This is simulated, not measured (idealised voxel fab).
This is a process module. Its name is voxel released beams.
Each square cell in cross-section cut measures 5 nm, and the section as a whole is 215 nm wide.
Heads up, the way a cross-section reads in here is a grid of square cells, handed over as bands from the top down, with every band being one or more rows of cells. Band: top and bottom heights (nm) first, top before bottom; then materials from left to right, widths in nm. "full width" marks a sole material filling the band edge to edge. "blank" denotes empty space. Ref level 0: as-received wafer is one material below here. Bottom band extends down with no lower bound ("top 0, no bottom"). A two-number width, for instance "30 to 40", indicates that the width is equal to the first number in the top row of the band and to the second number in the bottom row, and that it changes by a constant amount per row of cells. Where the words "remained unchanged" appear for a step, the cross-section shows no cell changed by that step; every cell remained as before. "Sealed internal cavities" specifies each empty space that is not open to the top and that occupies no fewer than 8 cells, using the form width x height at distance, the distance measured from the left edge and all three quantities in nm. Post-settings text on a step line: simulator's own remark regarding the step. On any step carrying a mask, the "overlay nm" setting, if present on the step's line, tells how far right of its planned place the mask lay; negative values point to the left.

Process steps foreseen in the plan
step 1: RECEIVE, material Si
step 2: CONFORMAL_DEP, material Al2O3, thk nm 5
step 3: DIRECTIONAL_DEP, material SiO2, thk nm 10
step 4: PATTERN, tone open, mask id ANCHOR, material resist, width nm 45, thk nm 20, overlay nm 0
step 5: DIRECTIONAL_ETCH, etch materials SiO2, depth nm 10
step 6: STRIP, etch materials resist
step 7: CONFORMAL_DEP, material W, thk nm 15
step 8: MASKED_ETCH, tone cover, mask id BEAM, width nm 130, etch materials W, depth nm 15, overlay nm -15
step 9: STRIP, etch materials SiO2
For this document, wafers share an identical start and vary in the step 8 overlay nm; the plan quotes the first wafer's value.

The as-received cross-section of the first of several wafers corresponds to the state after step 1
* top 0, no bottom = Si full width
* Sealed internal cavities: none

each wafer at the end: cells of each material gained (+) or lost (-) since it was received, then its closed voids
overlay nm -15; +43 Al2O3; +90 W; Sealed internal cavities: none
overlay nm -10; +43 Al2O3; +90 W; Sealed internal cavities: none
overlay nm -5; +43 Al2O3; +90 W; Sealed internal cavities: none
overlay nm 0; +43 Al2O3; +90 W; Sealed internal cavities: none
overlay nm 5; +43 Al2O3; +90 W; Sealed internal cavities: none
overlay nm 10; +43 Al2O3; +90 W; Sealed internal cavities: none
overlay nm 15; +43 Al2O3; +90 W; Sealed internal cavities: none
